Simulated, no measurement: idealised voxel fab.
process module | voxel transistor to metal
cross-section cut | 295 nm wide | cells 5 nm
A cross-section is a grid of square cells, given in bands from the top down. A band is one or more rows of cells.
Each band's line starts with the height of the band's top and of its bottom, in nm. Then come its materials from left to right, each with its width in nm. One material with "throughout" fills the band from edge to edge. "air" is empty space.
Height 0 is the level under which the wafer as received is all one material. The lowest band goes on downwards, as in "0 down".
A width such as "30 to 40" changes by the same amount from each row of cells to the next, from the band's top row to its bottom row.
"no change" after a step means that no cell of the cross-section changed.
closed voids: empty space of 8 cells or more with no open way to the top, each as width x height at its distance from the left edge, in nm
after a step's settings: what the simulator itself notes on the step
overlay nm, on a step with a mask: how far to the right of its planned place the mask lay; to the left if negative
Each pair below shows a cross-section before one step and the cross-section after it, down to the lowest band that changed. The line under each pair gives the step between them, with its settings. The pairs can come from different runs of this module on the same starting wafer, so a pair continues from the pair above only where its "before" says so.
before
  70 to 50: SiO2 25 | SiCN 5 | Ru 20 | SiCN 5 | SiO2 45 | SiCN 5 | Ru 20 | SiCN 5 | SiO2 30 | SiCN 5 | Ru 20 | SiCN 5 | SiO2 45 | SiCN 5 | Ru 20 | SiCN 5 | SiO2 30
  50 to 45: SiCN 30 | TiN 20 | SiCN 55 | TiN 20 | SiCN 40 | TiN 20 | SiCN 55 | TiN 20 | SiCN 35
  45 to 30: SiO2 40 | TiN 5 | W 10 | TiN 5 | SiO2 55 | TiN 5 | W 10 | TiN 5 | SiO2 40 | TiN 5 | W 10 | TiN 5 | SiO2 55 | TiN 5 | W 10 | TiN 5 | SiO2 25
  30 to 15: SiO2 40 | TiN 5 | W 10 | TiN 5 | SiO2 5 | SiN 5 | SiCN 15 | SiN 5 | SiO2 25 | TiN 5 | W 10 | TiN 5 | SiO2 40 | TiN 5 | W 10 | TiN 5 | SiO2 5 | SiN 5 | SiCN 15 | SiN 5 | SiO2 25 | TiN 5 | W 10 | TiN 5 | SiO2 25
  15 to 5: SiO2 40 | TiN 5 | W 10 | TiN 5 | SiO2 5 | SiN 5 | polySi 15 | SiN 5 | SiO2 25 | TiN 5 | W 10 | TiN 5 | SiO2 40 | TiN 5 | W 10 | TiN 5 | SiO2 5 | SiN 5 | polySi 15 | SiN 5 | SiO2 25 | TiN 5 | W 10 | TiN 5 | SiO2 25
  5 to 0: SiO2 15 | SiN 5 | SiO2 20 | TiN 5 | W 5 | TiN 10 | SiO2 5 | SiN 5 | polySi 15 | SiN 5 | SiO2 25 | TiN 5 | W 10 | TiN 5 | SiN 5 | SiO2 10 | SiN 5 | SiO2 20 | TiN 5 | W 5 | TiN 10 | SiO2 5 | SiN 5 | polySi 15 | SiN 5 | SiO2 25 | TiN 5 | W 10 | TiN 5 | SiN 5 | SiO2 20
  0 to -5: SiO2 15 | SiN 5 | SiO2 20 | TiN 15 | pSi 10 | SiN 5 | polySi 15 | SiN 5 | pSi 10 | SiO2 15 | TiN 20 | SiN 5 | SiO2 10 | SiN 5 | SiO2 20 | TiN 15 | pSi 10 | SiN 5 | polySi 15 | SiN 5 | pSi 10 | SiO2 15 | TiN 20 | SiN 5 | SiO2 20
  -5 to -10: SiO2 20 | pSi 45 | SiO2 25 | pSi 45 | SiO2 20 | pSi 45 | SiO2 25 | pSi 45 | SiO2 25
  -10 to -15: SiO2 20 | pSi 45 | Si 25 | pSi 45 | SiO2 20 | pSi 45 | Si 25 | pSi 45 | SiO2 25
  -15 to -40: SiO2 20 | Si 115 | SiO2 20 | Si 115 | SiO2 25
  -40 down: Si throughout
  closed voids: none
after
  75 to 70: SiN throughout
  below 70: unchanged
  closed voids: none
the step between: op CONFORMAL_DEP | material SiN | thk nm 5
before
  50 to 45: TiN throughout
  45 to 30: SiO2 30 | TiN 5 | W 10 | TiN 5 | SiO2 55 | TiN 5 | W 10 | TiN 5 | SiO2 40 | TiN 5 | W 10 | TiN 5 | SiO2 55 | TiN 5 | W 10 | TiN 5 | SiO2 35
  30 to 15: SiO2 30 | TiN 5 | W 10 | TiN 5 | SiO2 15 | SiN 5 | SiCN 15 | SiN 5 | SiO2 15 | TiN 5 | W 10 | TiN 5 | SiO2 40 | TiN 5 | W 10 | TiN 5 | SiO2 15 | SiN 5 | SiCN 15 | SiN 5 | SiO2 15 | TiN 5 | W 10 | TiN 5 | SiO2 35
  15 to 5: SiO2 30 | TiN 5 | W 10 | TiN 5 | SiO2 15 | SiN 5 | polySi 15 | SiN 5 | SiO2 15 | TiN 5 | W 10 | TiN 5 | SiO2 40 | TiN 5 | W 10 | TiN 5 | SiO2 15 | SiN 5 | polySi 15 | SiN 5 | SiO2 15 | TiN 5 | W 10 | TiN 5 | SiO2 35
  5 to 0: SiO2 15 | SiN 5 | SiO2 10 | TiN 5 | W 10 | TiN 5 | SiO2 15 | SiN 5 | polySi 15 | SiN 5 | SiO2 15 | TiN 5 | W 10 | TiN 5 | SiO2 10 | SiN 5 | SiO2 10 | SiN 5 | SiO2 10 | TiN 5 | W 10 | TiN 5 | SiO2 15 | SiN 5 | polySi 15 | SiN 5 | SiO2 15 | TiN 5 | W 10 | TiN 5 | SiO2 10 | SiN 5 | SiO2 20
  0 to -5: SiO2 15 | SiN 5 | SiO2 10 | TiN 20 | SiO2 5 | pSi 10 | SiN 5 | polySi 15 | SiN 5 | pSi 10 | SiO2 5 | TiN 20 | SiO2 10 | SiN 5 | SiO2 10 | SiN 5 | SiO2 10 | TiN 20 | SiO2 5 | pSi 10 | SiN 5 | polySi 15 | SiN 5 | pSi 10 | SiO2 5 | TiN 20 | SiO2 10 | SiN 5 | SiO2 20
  -5 to -10: SiO2 20 | pSi 45 | SiO2 25 | pSi 45 | SiO2 20 | pSi 45 | SiO2 25 | pSi 45 | SiO2 25
  -10 to -15: SiO2 20 | pSi 45 | Si 25 | pSi 45 | SiO2 20 | pSi 45 | Si 25 | pSi 45 | SiO2 25
  -15 to -40: SiO2 20 | Si 115 | SiO2 20 | Si 115 | SiO2 25
  -40 down: Si throughout
  closed voids: none
after
  70 to 50: SiO2 throughout
  below 50: unchanged
  closed voids: none
the step between: op DIRECTIONAL_DEP | material SiO2 | thk nm 20
before: the cross-section after the pair above
after
  85 to 70: aC throughout
  below 70: unchanged
  closed voids: none
the step between: op DIRECTIONAL_DEP | material aC | thk nm 15
before: the cross-section after the pair above
after
  115 to 85: air 30 | resist 20 | air 55 | resist 20 | air 40 | resist 20 | air 55 | resist 20 | air 35
  below 85: unchanged
  closed voids: none
the step between: op PATTERN | tone cover | mask id METAL_1 | material resist | width nm 20 | thk nm 30 | overlay nm 0
before: the cross-section after the pair above
after
  100 to 85: air 30 | resist 20 | air 55 | resist 20 | air 40 | resist 20 | air 55 | resist 20 | air 35
  85 to 70: air 30 | aC 20 | air 55 | aC 20 | air 40 | aC 20 | air 55 | aC 20 | air 35
  below 70: unchanged
  closed voids: none
the step between: op DIRECTIONAL_ETCH | etch materials aC | depth nm 15
before: the cross-section after the pair above
after
  85 to 70: air 30 | aC 20 | air 55 | aC 20 | air 40 | aC 20 | air 55 | aC 20 | air 35
  below 70: unchanged
  closed voids: none
the step between: op STRIP | etch materials resist
before: the cross-section after the pair above
after
  70 to 50: SiO2 throughout
  below 50: unchanged
  closed voids: none
the step between: op STRIP | etch materials aC
before: the cross-section after the pair above
after
  75 to 70: SiCN throughout
  below 70: unchanged
  closed voids: none
the step between: op CONFORMAL_DEP | material SiCN | thk nm 5
before: the cross-section after the pair above
after
  85 to 75: SiO2 throughout
  below 75: unchanged
  closed voids: none
the step between: op FILL_DEP | material SiO2 | thk nm 10
before: the cross-section after the pair above
after
  70 to 50: SiO2 throughout
  below 50: unchanged
  closed voids: none
the step between: op CMP | height nm 70
before: the cross-section after the pair above
after
  75 to 70: SiN throughout
  below 70: unchanged
  closed voids: none
the step between: op CONFORMAL_DEP | material SiN | thk nm 5
before
  15 to 0: SiN throughout
  0 to -5: SiO2 throughout
  -5 down: Si throughout
  closed voids: none
after
  15 to 0: SiN 20 | air 115 | SiN 20 | air 115 | SiN 25
  below 0: unchanged
  closed voids: none
the step between: op MASKED_ETCH | tone open | mask id ACTIVE | width nm 115 | pitch nm 135 | etch materials SiN | depth nm 15 | overlay nm 0
before: the cross-section after the pair above
after
  30 to 15: SiO2 throughout
  15 to 0: SiN 20 | SiO2 115 | SiN 20 | SiO2 115 | SiN 25
  below 0: unchanged
  closed voids: none
the step between: op FILL_DEP | material SiO2 | thk nm 15
before: the cross-section after the pair above
after
  15 to 0: SiN 20 | SiO2 115 | SiN 20 | SiO2 115 | SiN 25
  below 0: unchanged
  closed voids: none
the step between: op CMP | height nm 15
before: the cross-section after the pair above
after
  15 to 10: SiN 20 | air 115 | SiN 20 | air 115 | SiN 25
  below 10: unchanged
  closed voids: none
the step between: op SELECTIVE_ETCH | etch materials SiO2 | depth nm 5
before: the cross-section after the pair above
after
  10 to 0: air 20 | SiO2 115 | air 20 | SiO2 115 | air 25
  below 0: unchanged
  closed voids: none
the step between: op STRIP | etch materials SiN
before: the cross-section after the pair above
after
  5 to -5: air 25 | SiO2 105 | air 30 | SiO2 105 | air 30
  below -5: unchanged
  closed voids: none
the step between: op SELECTIVE_ETCH | etch materials SiO2 | depth nm 5
before: the cross-section after the pair above
after
  5 to -5: air 25 | SiO2 105 | air 30 | SiO2 105 | air 30
  -5 to -10: SiO2 30 | Si 95 | SiO2 40 | Si 95 | SiO2 35
  below -10: unchanged
  closed voids: none
the step between: op OXIDIZE | depth nm 5
before: the cross-section after the pair above
after
  25 to 15: air 25 | polySi 105 | air 30 | polySi 105 | air 30
  15 to 5: polySi throughout
  5 to -5: polySi 25 | SiO2 105 | polySi 30 | SiO2 105 | polySi 30
  below -5: unchanged
  closed voids: none
the step between: op DIRECTIONAL_DEP | material polySi | thk nm 20
before: the cross-section after the pair above
after
  40 to 30: air 25 | SiCN 105 | air 30 | SiCN 105 | air 30
  30 to 25: SiCN throughout
  25 to 15: SiCN 25 | polySi 105 | SiCN 30 | polySi 105 | SiCN 30
  below 15: unchanged
  closed voids: none
the step between: op DIRECTIONAL_DEP | material SiCN | thk nm 15
before: the cross-section after the pair above
after
  55 to 45: air 25 | aC 105 | air 30 | aC 105 | air 30
  45 to 40: aC throughout
  40 to 30: aC 25 | SiCN 105 | aC 30 | SiCN 105 | aC 30
  below 30: unchanged
  closed voids: none
the step between: op DIRECTIONAL_DEP | material aC | thk nm 15
before: the cross-section after the pair above
after
  90 to 55: air 70 | resist 15 | air 120 | resist 15 | air 75
  below 55: unchanged
  closed voids: none
the step between: op PATTERN | tone cover | mask id GATE | material resist | width nm 15 | pitch nm 135 | thk nm 35 | overlay nm 0
before: the cross-section after the pair above
after
  75 to 55: air 70 | resist 15 | air 120 | resist 15 | air 75
  55 to 40: air 70 | aC 15 | air 120 | aC 15 | air 75
  40 to 30: air 25 | SiCN 105 | air 30 | SiCN 105 | air 30
  below 30: unchanged
  closed voids: none
the step between: op DIRECTIONAL_ETCH | etch materials aC | depth nm 15
before: the cross-section after the pair above
after
  55 to 40: air 70 | aC 15 | air 120 | aC 15 | air 75
  below 40: unchanged
  closed voids: none
the step between: op STRIP | etch materials resist
before: the cross-section after the pair above
after
  55 to 40: air 70 | aC 15 | air 120 | aC 15 | air 75
  40 to 25: air 70 | SiCN 15 | air 120 | SiCN 15 | air 75
  25 to 15: air 25 | polySi 105 | air 30 | polySi 105 | air 30
  below 15: unchanged
  closed voids: none
the step between: op DIRECTIONAL_ETCH | etch materials SiCN | depth nm 25
before: the cross-section after the pair above
after
  55 to 40: air 70 | aC 15 | air 120 | aC 15 | air 75
  40 to 25: air 70 | SiCN 15 | air 120 | SiCN 15 | air 75
  25 to 5: air 70 | polySi 15 | air 120 | polySi 15 | air 75
  5 to -5: air 25 | SiO2 105 | air 30 | SiO2 105 | air 30
  below -5: unchanged
  closed voids: none
the step between: op DIRECTIONAL_ETCH | etch materials polySi | depth nm 30
before: the cross-section after the pair above
after
  40 to 25: air 70 | SiCN 15 | air 120 | SiCN 15 | air 75
  below 25: unchanged
  closed voids: none
the step between: op STRIP | etch materials aC
before: the cross-section after the pair above
after
  45 to 40: air 65 | SiN 25 | air 110 | SiN 25 | air 70
  40 to 25: air 65 | SiN 5 | SiCN 15 | SiN 5 | air 110 | SiN 5 | SiCN 15 | SiN 5 | air 70
  25 to 10: air 65 | SiN 5 | polySi 15 | SiN 5 | air 110 | SiN 5 | polySi 15 | SiN 5 | air 70
  10 to 5: air 20 | SiN 50 | polySi 15 | SiN 50 | air 20 | SiN 50 | polySi 15 | SiN 50 | air 25
  5 to 0: air 20 | SiN 5 | SiO2 105 | SiN 5 | air 20 | SiN 5 | SiO2 105 | SiN 5 | air 25
  0 to -5: SiN 25 | SiO2 105 | SiN 30 | SiO2 105 | SiN 30
  below -5: unchanged
  closed voids: none
the step between: op CONFORMAL_DEP | material SiN | thk nm 5
before: the cross-section after the pair above
after
  40 to 25: air 65 | SiN 5 | SiCN 15 | SiN 5 | air 110 | SiN 5 | SiCN 15 | SiN 5 | air 70
  25 to 5: air 65 | SiN 5 | polySi 15 | SiN 5 | air 110 | SiN 5 | polySi 15 | SiN 5 | air 70
  5 to -5: air 20 | SiN 5 | SiO2 105 | SiN 5 | air 20 | SiN 5 | SiO2 105 | SiN 5 | air 25
  below -5: unchanged
  closed voids: none
the step between: op DIRECTIONAL_ETCH | etch materials SiN | depth nm 5
before: the cross-section after the pair above
after
  40 to 25: air 65 | SiN 5 | SiCN 15 | SiN 5 | air 110 | SiN 5 | SiCN 15 | SiN 5 | air 70
  25 to 5: air 65 | SiN 5 | polySi 15 | SiN 5 | air 110 | SiN 5 | polySi 15 | SiN 5 | air 70
  5 to 0: air 20 | SiN 5 | air 40 | SiO2 25 | air 40 | SiN 5 | air 20 | SiN 5 | air 40 | SiO2 25 | air 40 | SiN 5 | air 25
  0 to -5: air 20 | SiN 5 | SiO2 105 | SiN 5 | air 20 | SiN 5 | SiO2 105 | SiN 5 | air 25
  -5 to -10: air 20 | SiO2 10 | Si 95 | SiO2 10 | air 20 | SiO2 10 | Si 95 | SiO2 10 | air 25
  below -10: unchanged
  closed voids: none
the step between: op DIRECTIONAL_ETCH | etch materials SiO2 | depth nm 5
before: the cross-section after the pair above
after
  40 to 25: air 65 | SiN 5 | SiCN 15 | SiN 5 | air 110 | SiN 5 | SiCN 15 | SiN 5 | air 70
  25 to 5: air 65 | SiN 5 | polySi 15 | SiN 5 | air 110 | SiN 5 | polySi 15 | SiN 5 | air 70
  5 to 0: air 20 | SiN 5 | air 40 | SiO2 25 | air 40 | SiN 5 | air 20 | SiN 5 | air 40 | SiO2 25 | air 40 | SiN 5 | air 25
  0 to -5: air 20 | SiN 5 | SiO2 105 | SiN 5 | air 20 | SiN 5 | SiO2 105 | SiN 5 | air 25
  -5 to -10: air 20 | SiO2 10 | Si 95 | SiO2 10 | air 20 | SiO2 10 | Si 95 | SiO2 10 | air 25
  -10 to -15: air 20 | Si 115 | air 20 | Si 115 | air 25
  below -15: unchanged
  closed voids: none
the step between: op DIRECTIONAL_ETCH | etch materials Si | depth nm 5
before: the cross-section after the pair above
after
  40 to 25: air 65 | SiN 5 | SiCN 15 | SiN 5 | air 110 | SiN 5 | SiCN 15 | SiN 5 | air 70
  25 to 5: air 65 | SiN 5 | polySi 15 | SiN 5 | air 110 | SiN 5 | polySi 15 | SiN 5 | air 70
  5 to 0: air 20 | SiN 5 | air 40 | SiO2 25 | air 40 | SiN 5 | air 20 | SiN 5 | air 40 | SiO2 25 | air 40 | SiN 5 | air 25
  0 to -5: air 10 | pSi 10 | SiN 5 | SiO2 105 | SiN 5 | pSi 20 | SiN 5 | SiO2 105 | SiN 5 | pSi 10 | air 15
  -5 to -10: pSi 20 | SiO2 10 | Si 95 | SiO2 10 | pSi 20 | SiO2 10 | Si 95 | SiO2 10 | pSi 25
  -10 to -15: pSi 20 | Si 115 | pSi 20 | Si 115 | pSi 25
  below -15: unchanged
  closed voids: none
the step between: op EPI | material pSi | thk nm 10
before: the cross-section after the pair above
after
  50 to 40: SiO2 throughout
  40 to 25: SiO2 65 | SiN 5 | SiCN 15 | SiN 5 | SiO2 110 | SiN 5 | SiCN 15 | SiN 5 | SiO2 70
  25 to 5: SiO2 65 | SiN 5 | polySi 15 | SiN 5 | SiO2 110 | SiN 5 | polySi 15 | SiN 5 | SiO2 70
  5 to 0: SiO2 20 | SiN 5 | SiO2 105 | SiN 5 | SiO2 20 | SiN 5 | SiO2 105 | SiN 5 | SiO2 25
  0 to -5: SiO2 10 | pSi 10 | SiN 5 | SiO2 105 | SiN 5 | pSi 20 | SiN 5 | SiO2 105 | SiN 5 | pSi 10 | SiO2 15
  below -5: unchanged
  closed voids: none
the step between: op FILL_DEP | material SiO2 | thk nm 10
before: the cross-section after the pair above
after
  30 to 25: SiO2 65 | SiN 5 | SiCN 15 | SiN 5 | SiO2 110 | SiN 5 | SiCN 15 | SiN 5 | SiO2 70
  below 25: unchanged
  closed voids: none
the step between: op CMP | height nm 30
before: the cross-section after the pair above
after
  45 to 30: SiO2 throughout
  below 30: unchanged
  closed voids: none
the step between: op DIRECTIONAL_DEP | material SiO2 | thk nm 15
before: the cross-section after the pair above
after
  45 to 30: SiO2 30 | air 20 | SiO2 55 | air 20 | SiO2 40 | air 20 | SiO2 55 | air 20 | SiO2 35
  30 to 25: SiO2 30 | air 20 | SiO2 15 | SiN 5 | SiCN 15 | SiN 5 | SiO2 15 | air 20 | SiO2 40 | air 20 | SiO2 15 | SiN 5 | SiCN 15 | SiN 5 | SiO2 15 | air 20 | SiO2 35
  25 to 5: SiO2 30 | air 20 | SiO2 15 | SiN 5 | polySi 15 | SiN 5 | SiO2 15 | air 20 | SiO2 40 | air 20 | SiO2 15 | SiN 5 | polySi 15 | SiN 5 | SiO2 15 | air 20 | SiO2 35
  5 to 0: SiO2 20 | SiN 5 | SiO2 5 | air 20 | SiO2 55 | air 20 | SiO2 5 | SiN 5 | SiO2 20 | SiN 5 | SiO2 5 | air 20 | SiO2 55 | air 20 | SiO2 5 | SiN 5 | SiO2 25
  0 to -5: SiO2 10 | pSi 10 | SiN 5 | SiO2 5 | air 20 | SiO2 55 | air 20 | SiO2 5 | SiN 5 | pSi 20 | SiN 5 | SiO2 5 | air 20 | SiO2 55 | air 20 | SiO2 5 | SiN 5 | pSi 10 | SiO2 15
  below -5: unchanged
  closed voids: none
the step between: op MASKED_ETCH | tone open | mask id CONTACT | width nm 20 | etch materials SiO2 | depth nm 50 | overlay nm 0
before: the cross-section after the pair above
after
  50 to 45: TiN 35 | air 10 | TiN 65 | air 10 | TiN 50 | air 10 | TiN 65 | air 10 | TiN 40
  45 to 30: SiO2 30 | TiN 5 | air 10 | TiN 5 | SiO2 55 | TiN 5 | air 10 | TiN 5 | SiO2 40 | TiN 5 | air 10 | TiN 5 | SiO2 55 | TiN 5 | air 10 | TiN 5 | SiO2 35
  30 to 25: SiO2 30 | TiN 5 | air 10 | TiN 5 | SiO2 15 | SiN 5 | SiCN 15 | SiN 5 | SiO2 15 | TiN 5 | air 10 | TiN 5 | SiO2 40 | TiN 5 | air 10 | TiN 5 | SiO2 15 | SiN 5 | SiCN 15 | SiN 5 | SiO2 15 | TiN 5 | air 10 | TiN 5 | SiO2 35
  25 to 5: SiO2 30 | TiN 5 | air 10 | TiN 5 | SiO2 15 | SiN 5 | polySi 15 | SiN 5 | SiO2 15 | TiN 5 | air 10 | TiN 5 | SiO2 40 | TiN 5 | air 10 | TiN 5 | SiO2 15 | SiN 5 | polySi 15 | SiN 5 | SiO2 15 | TiN 5 | air 10 | TiN 5 | SiO2 35
  5 to 0: SiO2 20 | SiN 5 | SiO2 5 | TiN 5 | air 10 | TiN 5 | SiO2 55 | TiN 5 | air 10 | TiN 5 | SiO2 5 | SiN 5 | SiO2 20 | SiN 5 | SiO2 5 | TiN 5 | air 10 | TiN 5 | SiO2 55 | TiN 5 | air 10 | TiN 5 | SiO2 5 | SiN 5 | SiO2 25
  0 to -5: SiO2 10 | pSi 10 | SiN 5 | SiO2 5 | TiN 20 | SiO2 55 | TiN 20 | SiO2 5 | SiN 5 | pSi 20 | SiN 5 | SiO2 5 | TiN 20 | SiO2 55 | TiN 20 | SiO2 5 | SiN 5 | pSi 10 | SiO2 15
  below -5: unchanged
  closed voids: none
the step between: op CONFORMAL_DEP | material TiN | thk nm 5
before: the cross-section after the pair above
after
  60 to 50: W throughout
  50 to 45: TiN 35 | W 10 | TiN 65 | W 10 | TiN 50 | W 10 | TiN 65 | W 10 | TiN 40
  45 to 30: SiO2 30 | TiN 5 | W 10 | TiN 5 | SiO2 55 | TiN 5 | W 10 | TiN 5 | SiO2 40 | TiN 5 | W 10 | TiN 5 | SiO2 55 | TiN 5 | W 10 | TiN 5 | SiO2 35
  30 to 25: SiO2 30 | TiN 5 | W 10 | TiN 5 | SiO2 15 | SiN 5 | SiCN 15 | SiN 5 | SiO2 15 | TiN 5 | W 10 | TiN 5 | SiO2 40 | TiN 5 | W 10 | TiN 5 | SiO2 15 | SiN 5 | SiCN 15 | SiN 5 | SiO2 15 | TiN 5 | W 10 | TiN 5 | SiO2 35
  25 to 5: SiO2 30 | TiN 5 | W 10 | TiN 5 | SiO2 15 | SiN 5 | polySi 15 | SiN 5 | SiO2 15 | TiN 5 | W 10 | TiN 5 | SiO2 40 | TiN 5 | W 10 | TiN 5 | SiO2 15 | SiN 5 | polySi 15 | SiN 5 | SiO2 15 | TiN 5 | W 10 | TiN 5 | SiO2 35
  5 to 0: SiO2 20 | SiN 5 | SiO2 5 | TiN 5 | W 10 | TiN 5 | SiO2 55 | TiN 5 | W 10 | TiN 5 | SiO2 5 | SiN 5 | SiO2 20 | SiN 5 | SiO2 5 | TiN 5 | W 10 | TiN 5 | SiO2 55 | TiN 5 | W 10 | TiN 5 | SiO2 5 | SiN 5 | SiO2 25
  below 0: unchanged
  closed voids: none
the step between: op FILL_DEP | material W | thk nm 10
before: the cross-section after the pair above
after
  45 to 30: SiO2 30 | TiN 5 | W 10 | TiN 5 | SiO2 55 | TiN 5 | W 10 | TiN 5 | SiO2 40 | TiN 5 | W 10 | TiN 5 | SiO2 55 | TiN 5 | W 10 | TiN 5 | SiO2 35
  below 30: unchanged
  closed voids: none
the step between: op CMP | height nm 45
before: the cross-section after the pair above
after
  50 to 45: TiN throughout
  below 45: unchanged
  closed voids: none
the step between: op DIRECTIONAL_DEP | material TiN | thk nm 5
before: the cross-section after the pair above
after
  70 to 50: Ru throughout
  below 50: unchanged
  closed voids: none
the step between: op DIRECTIONAL_DEP | material Ru | thk nm 20
before: the cross-section after the pair above
after
  85 to 70: aC throughout
  below 70: unchanged
  closed voids: none
the step between: op DIRECTIONAL_DEP | material aC | thk nm 15
before: the cross-section after the pair above
after
  115 to 85: air 30 | resist 20 | air 55 | resist 20 | air 40 | resist 20 | air 55 | resist 20 | air 35
  below 85: unchanged
  closed voids: none
the step between: op PATTERN | tone cover | mask id METAL_1 | material resist | width nm 20 | thk nm 30 | overlay nm 0
before: the cross-section after the pair above
after
  100 to 85: air 30 | resist 20 | air 55 | resist 20 | air 40 | resist 20 | air 55 | resist 20 | air 35
  85 to 70: air 30 | aC 20 | air 55 | aC 20 | air 40 | aC 20 | air 55 | aC 20 | air 35
  below 70: unchanged
  closed voids: none
the step between: op DIRECTIONAL_ETCH | etch materials aC | depth nm 15
before: the cross-section after the pair above
after
  85 to 70: air 30 | aC 20 | air 55 | aC 20 | air 40 | aC 20 | air 55 | aC 20 | air 35
  below 70: unchanged
  closed voids: none
the step between: op STRIP | etch materials resist
before: the cross-section after the pair above
after
  85 to 70: air 30 | aC 20 | air 55 | aC 20 | air 40 | aC 20 | air 55 | aC 20 | air 35
  70 to 50: air 30 | Ru 20 | air 55 | Ru 20 | air 40 | Ru 20 | air 55 | Ru 20 | air 35
  below 50: unchanged
  closed voids: none
the step between: op DIRECTIONAL_ETCH | etch materials Ru | depth nm 20
before: the cross-section after the pair above
after
  85 to 70: air 30 | aC 20 | air 55 | aC 20 | air 40 | aC 20 | air 55 | aC 20 | air 35
  70 to 50: air 30 | Ru 20 | air 55 | Ru 20 | air 40 | Ru 20 | air 55 | Ru 20 | air 35
  50 to 45: air 30 | TiN 20 | air 55 | TiN 20 | air 40 | TiN 20 | air 55 | TiN 20 | air 35
  below 45: unchanged
  closed voids: none
the step between: op DIRECTIONAL_ETCH | etch materials TiN | depth nm 5
before: the cross-section after the pair above
after
  70 to 50: air 30 | Ru 20 | air 55 | Ru 20 | air 40 | Ru 20 | air 55 | Ru 20 | air 35
  below 50: unchanged
  closed voids: none
the step between: op STRIP | etch materials aC
before: the cross-section after the pair above
after
  75 to 70: air 25 | SiCN 30 | air 45 | SiCN 30 | air 30 | SiCN 30 | air 45 | SiCN 30 | air 30
  70 to 50: air 25 | SiCN 5 | Ru 20 | SiCN 5 | air 45 | SiCN 5 | Ru 20 | SiCN 5 | air 30 | SiCN 5 | Ru 20 | SiCN 5 | air 45 | SiCN 5 | Ru 20 | SiCN 5 | air 30
  50 to 45: SiCN 30 | TiN 20 | SiCN 55 | TiN 20 | SiCN 40 | TiN 20 | SiCN 55 | TiN 20 | SiCN 35
  below 45: unchanged
  closed voids: none
the step between: op CONFORMAL_DEP | material SiCN | thk nm 5
before: the cross-section after the pair above
after
  85 to 75: SiO2 throughout
  75 to 70: SiO2 25 | SiCN 30 | SiO2 45 | SiCN 30 | SiO2 30 | SiCN 30 | SiO2 45 | SiCN 30 | SiO2 30
  70 to 50: SiO2 25 | SiCN 5 | Ru 20 | SiCN 5 | SiO2 45 | SiCN 5 | Ru 20 | SiCN 5 | SiO2 30 | SiCN 5 | Ru 20 | SiCN 5 | SiO2 45 | SiCN 5 | Ru 20 | SiCN 5 | SiO2 30
  below 50: unchanged
  closed voids: none
the step between: op FILL_DEP | material SiO2 | thk nm 10
before: the cross-section after the pair above
after
  70 to 50: SiO2 25 | SiCN 5 | Ru 20 | SiCN 5 | SiO2 45 | SiCN 5 | Ru 20 | SiCN 5 | SiO2 30 | SiCN 5 | Ru 20 | SiCN 5 | SiO2 45 | SiCN 5 | Ru 20 | SiCN 5 | SiO2 30
  below 50: unchanged
  closed voids: none
the step between: op CMP | height nm 70
before: the cross-section after the pair above
after
  75 to 70: SiN throughout
  below 70: unchanged
  closed voids: none
the step between: op CONFORMAL_DEP | material SiN | thk nm 5
